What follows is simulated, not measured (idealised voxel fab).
Documented hereafter: the process module known as voxel air gaps.
Section shown: cut. Width: 215 nm. Cell size: 5 nm, square.
Each cross-section below is a grid of square cells, stated as bands in top-down order, with one or more rows of cells making up each band.
It is stipulated that each band's entry specify, in nanometres, the height of the top of the band and then that of its bottom, followed by the materials of the band in left-to-right sequence, each together with its width in nanometres. A single material marked by the word "throughout" is understood to fill the band from edge to edge; the word "empty" is understood to denote empty space.
Note: height 0 marks the level under which the wafer is uniformly one material as received. Lowest band unbounded below, written "0 and below".
The two numbers in a width such as "30 to 40" mark its ends across the band: the first belongs to the top row of cells, the second to the bottom row, and from each row to the next the width moves by the same amount.
When a step is marked "no change occurred", none of the cells in the cross-section changed during that step.
Each empty space that has no open way to the top and spans at least 8 cells appears under "Closed internal voids" as width x height at distance, the distance counted from the left edge, all in nm.
On each step's line, the part that comes after the settings is the simulator's own comment on the step.
Each step line may optionally specify "overlay nm", which for a step with a mask gives the rightward distance between the mask's planned place and where it lay, a negative value indicating the leftward direction.
**Planned process steps**
step 1: RECEIVE | material Si
step 2: CONFORMAL_DEP | material SiO2 | thk nm 15
step 3: CONFORMAL_DEP | material SiN | thk nm 5
step 4: DIRECTIONAL_DEP | material SiO2 | thk nm 40
step 5: MASKED_ETCH | tone open | mask id LINES | width nm 25 | pitch nm 55 | etch materials SiO2 | depth nm 40 | overlay nm 0
step 6: CONFORMAL_DEP | material TiN | thk nm 5
step 7: FILL_DEP | material Cu | thk nm 5
step 8: CMP | height nm 60
step 9: EPI | material Ru | thk nm 10
step 10: SELECTIVE_ETCH | etch materials SiO2 | depth nm 50
step 11: CONFORMAL_DEP | material SiCN | thk nm 5
**Wafer at receipt (post step 1), cross-section**
	0 and below: Si throughout
	Closed internal voids: none
**Module complete - cross-section of the first of two wafers, run according to plan**
	75 down to 70: 25 nm empty, 165 nm SiCN, 25 nm empty
	70 down to 60: 25 nm empty, 5 nm SiCN, 45 nm Ru, 10 nm SiCN, 45 nm Ru, 10 nm SiCN, 45 nm Ru, 5 nm SiCN, 25 nm empty
	60 down to 55: 25 nm empty, 15 nm SiCN, 5 nm TiN, 15 nm Cu, 5 nm TiN, 30 nm SiCN, 5 nm TiN, 15 nm Cu, 5 nm TiN, 30 nm SiCN, 5 nm TiN, 15 nm Cu, 5 nm TiN, 15 nm SiCN, 25 nm empty
	55 down to 25: 35 nm empty, 5 nm SiCN, 5 nm TiN, 15 nm Cu, 5 nm TiN, 5 nm SiCN, 20 nm empty, 5 nm SiCN, 5 nm TiN, 15 nm Cu, 5 nm TiN, 5 nm SiCN, 20 nm empty, 5 nm SiCN, 5 nm TiN, 15 nm Cu, 5 nm TiN, 5 nm SiCN, 35 nm empty
	25 down to 20: 40 nm SiCN, 25 nm TiN, 30 nm SiCN, 25 nm TiN, 30 nm SiCN, 25 nm TiN, 40 nm SiCN
	20 down to 15: SiN throughout
	15 down to 0: SiO2 throughout
	0 and below: Si throughout
	Closed internal voids: 20 x 30 at 70; 20 x 30 at 125
**End of module, second wafer, cross-section. Started like the first, planned like the first, run with one mistake**
	75 down to 70: 25 nm empty, 165 nm SiCN, 25 nm empty
	70 down to 60: 25 nm empty, 5 nm SiCN, 45 nm Ru, 10 nm SiCN, 45 nm Ru, 10 nm SiCN, 45 nm Ru, 5 nm SiCN, 25 nm empty
	60 down to 55: 25 nm empty, 15 nm SiCN, 5 nm TiN, 15 nm SiO2, 5 nm TiN, 30 nm SiCN, 5 nm TiN, 15 nm SiO2, 5 nm TiN, 30 nm SiCN, 5 nm TiN, 15 nm SiO2, 5 nm TiN, 15 nm SiCN, 25 nm empty
	55 down to 25: 35 nm empty, 5 nm SiCN, 5 nm TiN, 15 nm SiO2, 5 nm TiN, 5 nm SiCN, 20 nm empty, 5 nm SiCN, 5 nm TiN, 15 nm SiO2, 5 nm TiN, 5 nm SiCN, 20 nm empty, 5 nm SiCN, 5 nm TiN, 15 nm SiO2, 5 nm TiN, 5 nm SiCN, 35 nm empty
	25 down to 20: 40 nm SiCN, 25 nm TiN, 30 nm SiCN, 25 nm TiN, 30 nm SiCN, 25 nm TiN, 40 nm SiCN
	20 down to 15: SiN throughout
	15 down to 0: SiO2 throughout
	0 and below: Si throughout
	Closed internal voids: 20 x 30 at 70; 20 x 30 at 125
Deviation from plan: step 7 deviated from plan and actually ran as FILL_DEP | material SiO2 | thk nm 5
Heads up, by the end the second wafer has more or fewer cells of some materials compared to the first: Cu -63, SiO2 +63
